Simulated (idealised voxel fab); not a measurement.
process module | voxel self aligned vias
Displayed cross-section: cut, width of 190 nm, square cells sized 5 nm.
Bands, listed from the top down, are how a cross-section gets written in this document; the cross-section itself is a grid of square cells, and a band is one or more rows of them.
Top, bottom (nm), then materials left to right with widths (nm); lone material tagged "everywhere" fills the whole band edge to edge; "blank" = empty space.
Zero point of the height axis is 0; under it, received wafer = one material. Lowest band: continues down indefinitely, "0 and below".
The expression "30->40" gives the width at the extremes of the band, the first number at its top row of cells and the second at its bottom row, with the width changing by equal amounts from each row to the next in between.
"no modifications" (step): cross-section cells unchanged, all of them.
Reported under the label "Tabulated closed voids" are the empty spaces having no open way to the top and comprising 8 cells or more; the notation for each is width x height at distance, in which the distance is measured from the left edge and all three values are in nm.
Post-settings text on a step line: simulator's own remark regarding the step.
"overlay nm" on a masked step: distance the mask lay right of its planned place, negative for left.
The process steps that were planned are listed below:
| 1 | RECEIVE [material Si] |
| 2 | CONFORMAL_DEP [material SiO2] [thk nm 10] |
| 3 | CONFORMAL_DEP [material SiCN] [thk nm 5] |
| 4 | DIRECTIONAL_DEP [material SiO2] [thk nm 25] |
| 5 | PATTERN [tone open] [mask id LINES] [material resist] [width nm 30] [pitch nm 80] [thk nm 20] [overlay nm 0] |
| 6 | DIRECTIONAL_ETCH [etch materials SiO2] [depth nm 25] |
| 7 | STRIP [etch materials resist] |
| 8 | CONFORMAL_DEP [material TiN] [thk nm 5] |
| 9 | FILL_DEP [material Ru] [thk nm 10] |
| 10 | CMP [height nm 40] |
| 11 | SELECTIVE_ETCH [etch materials W Ru TiN] [depth nm 10] |
| 12 | FILL_DEP [material SiN] [thk nm 10] |
| 13 | CMP [height nm 40] |
| 14 | DIRECTIONAL_DEP [material SiO2] [thk nm 15] |
| 15 | MASKED_ETCH [tone open] [mask id VIAS] [width nm 50] [pitch nm 80] [etch materials SiO2] [depth nm 15] [overlay nm 0] |
| 16 | MASKED_ETCH [tone open] [mask id VIAS] [width nm 50] [pitch nm 80] [etch materials SiN] [depth nm 10] [overlay nm 0] |
| 17 | CONFORMAL_DEP [material TiN] [thk nm 5] |
| 18 | FILL_DEP [material Cu] [thk nm 10] |
| 19 | CMP [height nm 55] |
| 20 | CONFORMAL_DEP [material SiCN] [thk nm 5] |
Wafer cross-section on receipt, i.e. after step 1:
  0 and below  Si everywhere
  Tabulated closed voids: none
The first of the two wafers as seen in cross-section once the module was finished; processing followed the plan:
  60 down to 55  SiCN everywhere
  55 down to 45  30 SiO2  5 TiN  40 Cu  5 TiN  30 SiO2  5 TiN  40 Cu  5 TiN  30 SiO2
  45 down to 35  30->40 SiO2  15->5 TiN  20 Cu  15->5 TiN  30->50 SiO2  15->5 TiN  20 Cu  15->5 TiN  30->40 SiO2
  35 down to 30  40 SiO2  30 TiN  50 SiO2  30 TiN  40 SiO2
  30 down to 20  40 SiO2  5 TiN  20 Ru  5 TiN  50 SiO2  5 TiN  20 Ru  5 TiN  40 SiO2
  20 down to 15  40 SiO2  30 TiN  50 SiO2  30 TiN  40 SiO2
  15 down to 10  SiCN everywhere
  10 down to 0  SiO2 everywhere
  0 and below  Si everywhere
  Tabulated closed voids: none
Wafer two, sectioned after the module: the first wafer's start, the first wafer's plan, and one mistake in how it was run:
  60 down to 55  SiCN everywhere
  55 down to 40  30 SiO2  5 TiN  40 Cu  5 TiN  30 SiO2  5 TiN  40 Cu  5 TiN  30 SiO2
  40 down to 35  30 SiN  15 TiN  20 Cu  15 TiN  30 SiN  15 TiN  20 Cu  15 TiN  30 SiN
  35 down to 30  40 SiO2  30 TiN  50 SiO2  30 TiN  40 SiO2
  30 down to 15  40 SiO2  5 TiN  20 Ru  5 TiN  50 SiO2  5 TiN  20 Ru  5 TiN  40 SiO2
  15 down to 10  40 SiO2  30 TiN  50 SiO2  30 TiN  40 SiO2
  10 down to 5  SiCN everywhere
  5 down to 0  SiO2 everywhere
  0 and below  Si everywhere
  Tabulated closed voids: none
Processing error: step 2 ran differently from the plan; actual operation with settings: CONFORMAL_DEP [material SiO2] [thk nm 5]
It is noted that, at the conclusion of processing, the second wafer exhibits a higher or lower cell count for certain materials relative to the first: Cu: 8 more; Ru: 8 more; SiN: 18 more; SiO2: 38 fewer; TiN: 4 more
